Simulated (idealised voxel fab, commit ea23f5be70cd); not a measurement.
The following process module bears the name voxel fin reveal.
FYI the section here is cut, 155 nm wide, cells are 5 nm squares.
Just so we're on the same page, the cross-sections are grids of square cells, and they're listed out in bands top to bottom, each band one or more rows deep.
The band entry comprises the height of the band's top followed by the height of its bottom, expressed in nm, and subsequently the band's materials from left to right, each stated together with its width in nm. Where a single material is marked with the word "all across", that material fills the band from edge to edge. The word "blank" represents empty space.
Height is counted from the level 0, under which the received wafer is composed throughout of one material. The lowest of the bands is not closed at the bottom but continues downward, in the notation "top 0, no bottom".
Quick explanation for "30->40": the width changes in equal steps down the rows of cells, from the first number in the band's top row to the second number in its bottom row.
Step note "no change occurred" = no cross-section cell changed.
For the entry "Fully enclosed voids", the listed items are empty spaces with no open way to the top whose size is 8 cells or more; each item follows the pattern width x height at distance, where distance is from the left edge and all three are in nm.
That trailing text on a step's line, after the settings, is the simulator's own remark on the step.
The "overlay nm" setting may appear on a step's line; for a step that uses a mask, it gives how far to the right of its planned position the mask lay, and a negative value indicates the left.
Below is the list of planned process steps
| 1 | RECEIVE (material Si) |
| 2 | CONFORMAL_DEP (material SiN; thk nm 10) |
| 3 | MASKED_ETCH (tone cover; mask id FINS; width nm 15; pitch nm 35; etch materials SiN; depth nm 10; overlay nm 0) |
| 4 | MASKED_ETCH (tone cover; mask id FINS; width nm 15; pitch nm 35; etch materials Si; depth nm 30; overlay nm 0) |
| 5 | OXIDIZE (depth nm 5) |
| 6 | FILL_DEP (material SiO2; thk nm 15) |
| 7 | CMP (height nm 10) |
| 8 | SELECTIVE_ETCH (etch materials SiO2; depth nm 25) |
| 9 | STRIP (etch materials SiN) |
First of two wafers, processed according to plan
As received (post step 1): cross-section
  top 0, no bottom | Si all across
  Fully enclosed voids: none
After step 2, in cross-section
  top 10, bottom 0 | SiN all across
  Below 0 it's all the same as before, nothing changed down there.
After step 3, in cross-section
  top 10, bottom 0 | blank=35 | SiN=15 | blank=20 | SiN=15 | blank=20 | SiN=15 | blank=35
  Below 0 it's all the same as before, nothing changed down there.
After step 4, in cross-section
  top 10, bottom 0 | blank=35 | SiN=15 | blank=20 | SiN=15 | blank=20 | SiN=15 | blank=35
  top 0, bottom -30 | blank=35 | Si=15 | blank=20 | Si=15 | blank=20 | Si=15 | blank=35
  Below -30 it's all the same as before, nothing changed down there.
After step 5, in cross-section
  top 10, bottom 0 | blank=35 | SiN=15 | blank=20 | SiN=15 | blank=20 | SiN=15 | blank=35
  top 0, bottom -30 | blank=35 | SiO2=5 | Si=5 | SiO2=5 | blank=20 | SiO2=5 | Si=5 | SiO2=5 | blank=20 | SiO2=5 | Si=5 | SiO2=5 | blank=35
  top -30, bottom -35 | SiO2=40 | Si=5 | SiO2=30 | Si=5 | SiO2=30 | Si=5 | SiO2=40
  Below -35 it's all the same as before, nothing changed down there.
After step 6, in cross-section
  top 25, bottom 10 | SiO2 all across
  top 10, bottom 0 | SiO2=35 | SiN=15 | SiO2=20 | SiN=15 | SiO2=20 | SiN=15 | SiO2=35
  top 0, bottom -35 | SiO2=40 | Si=5 | SiO2=30 | Si=5 | SiO2=30 | Si=5 | SiO2=40
  Below -35 it's all the same as before, nothing changed down there.
After step 7, in cross-section
  top 10, bottom 0 | SiO2=35 | SiN=15 | SiO2=20 | SiN=15 | SiO2=20 | SiN=15 | SiO2=35
  Below 0 it's all the same as before, nothing changed down there.
After step 8, in cross-section
  top 10, bottom 0 | blank=35 | SiN=15 | blank=20 | SiN=15 | blank=20 | SiN=15 | blank=35
  top 0, bottom -15 | blank=40 | Si=5 | blank=30 | Si=5 | blank=30 | Si=5 | blank=40
  Below -15 it's all the same as before, nothing changed down there.
After step 9, in cross-section
  top 0, bottom -15 | blank=40 | Si=5 | blank=30 | Si=5 | blank=30 | Si=5 | blank=40
  Below -15 it's all the same as before, nothing changed down there.
Notes, second wafer: start = first wafer's, plan = first wafer's, execution had one mistake; history identical to first through step 3
Cross-section: second wafer, time at which step 4 was scheduled to end
  top 10, bottom 0 | blank=35 | SiN=15 | blank=20 | SiN=15 | blank=20 | SiN=15 | blank=35
  top 0, bottom -30 | blank=35 | Si=25 | blank=10 | Si=25 | blank=10 | Si=25 | blank=25
  Below -30 it's all the same as before, nothing changed down there.
Cross-section: second wafer, time at which step 5 was scheduled to end
  top 10, bottom 0 | blank=35 | SiN=15 | blank=20 | SiN=15 | blank=20 | SiN=15 | blank=35
  top 0, bottom -5 | blank=35 | SiO2=5 | Si=5 | SiO2=15 | blank=10 | SiO2=5 | Si=5 | SiO2=15 | blank=10 | SiO2=5 | Si=5 | SiO2=15 | blank=25
  top -5, bottom -30 | blank=35 | SiO2=5 | Si=15 | SiO2=5 | blank=10 | SiO2=5 | Si=15 | SiO2=5 | blank=10 | SiO2=5 | Si=15 | SiO2=5 | blank=25
  top -30, bottom -35 | SiO2=40 | Si=15 | SiO2=20 | Si=15 | SiO2=20 | Si=15 | SiO2=30
  Below -35 it's all the same as before, nothing changed down there.
Cross-section: second wafer, time at which step 6 was scheduled to end
  top 25, bottom 10 | SiO2 all across
  top 10, bottom 0 | SiO2=35 | SiN=15 | SiO2=20 | SiN=15 | SiO2=20 | SiN=15 | SiO2=35
  top 0, bottom -5 | SiO2=40 | Si=5 | SiO2=30 | Si=5 | SiO2=30 | Si=5 | SiO2=40
  top -5, bottom -35 | SiO2=40 | Si=15 | SiO2=20 | Si=15 | SiO2=20 | Si=15 | SiO2=30
  Below -35 it's all the same as before, nothing changed down there.
Cross-section: second wafer, time at which step 7 was scheduled to end
  top 10, bottom 0 | SiO2=35 | SiN=15 | SiO2=20 | SiN=15 | SiO2=20 | SiN=15 | SiO2=35
  Below 0 it's all the same as before, nothing changed down there.
Cross-section: second wafer, time at which step 8 was scheduled to end
  top 10, bottom 0 | blank=35 | SiN=15 | blank=20 | SiN=15 | blank=20 | SiN=15 | blank=35
  top 0, bottom -5 | blank=40 | Si=5 | blank=30 | Si=5 | blank=30 | Si=5 | blank=40
  top -5, bottom -15 | blank=40 | Si=15 | blank=20 | Si=15 | blank=20 | Si=15 | blank=30
  Below -15 it's all the same as before, nothing changed down there.
Cross-section: second wafer, time at which step 9 was scheduled to end
  top 0, bottom -5 | blank=40 | Si=5 | blank=30 | Si=5 | blank=30 | Si=5 | blank=40
  Below -5 it's all the same as before, nothing changed down there.
In executing the process, a mistake was made relative to the plan: step 4 ran with different settings than intended, the actual operation and settings being MASKED_ETCH (tone cover; mask id FINS; width nm 15; pitch nm 35; etch materials Si; depth nm 30; overlay nm 10)
Wafer comparison, final, in cells, second relative to first, materials more or fewer: Si +36; SiO2 -24
